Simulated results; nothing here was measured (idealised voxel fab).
Process module, titled voxel local oxidation
Cross-section cut: width 290 nm, square cells of 5 nm.
The cross-sections in this document take the form of a grid made of square cells. They are written out as bands, in order from top to bottom. Each band consists of one or more rows of cells. Band: top and bottom heights (nm) first, top before bottom; then materials from left to right, widths in nm. "edge to edge" marks a sole material filling the band edge to edge. "air" denotes empty space. Heads up on the height convention: 0 is the point under which the incoming wafer is all one material, and the lowest band has no bottom, it just keeps going down, like "0 down". Note: "30->40" means the width goes from the first number (top row of the band) to the second number (bottom row) in equal steps per row of cells. Step note "remained unchanged" = no cross-section cell changed. The list in "Voids, enclosed" covers empty spaces of 8 cells or more that cannot reach the top through any open way, and it gives each as width x height at distance; the distance is from the left edge, and width, height and distance are in nm. Post-settings text on a step line: simulator's own remark regarding the step. "overlay nm", when on a step's line for a step with a mask, measures how far to the right of its planned place the mask lay; a negative measure means to the left.
[List of planned process steps]
1 RECEIVE (material Si)
2 CONFORMAL_DEP (material SiO2; thk nm 5)
3 CONFORMAL_DEP (material SiN; thk nm 15)
4 MASKED_ETCH (tone cover; mask id ACTIVE; width nm 90; pitch nm 130; etch materials SiN; depth nm 15; overlay nm 0)
5 SELECTIVE_ETCH (etch materials SiO2; depth nm 5)
6 OXIDIZE (depth nm 15)
7 STRIP (etch materials SiN)
[Cross-section of the wafer at receipt, which is the condition after step 1]
> 0 down | Si edge to edge
> Voids, enclosed: none
[Wafer at module end, in section. Began as above, planned as above, run with one mistake]
> 5 to 0 | 45 of air, then 75 of SiO2, then 55 of air, then 75 of SiO2, then 40 of air
> 0 to -15 | 60 of SiO2, then 45 of Si, then 85 of SiO2, then 45 of Si, then 55 of SiO2
> -15 down | Si edge to edge
> Voids, enclosed: none
Deviation noted in wafer processing: step 4 changed vs plan, executed as MASKED_ETCH (tone cover; mask id ACTIVE; width nm 85; pitch nm 130; etch materials SiN; depth nm 15; overlay nm 0)
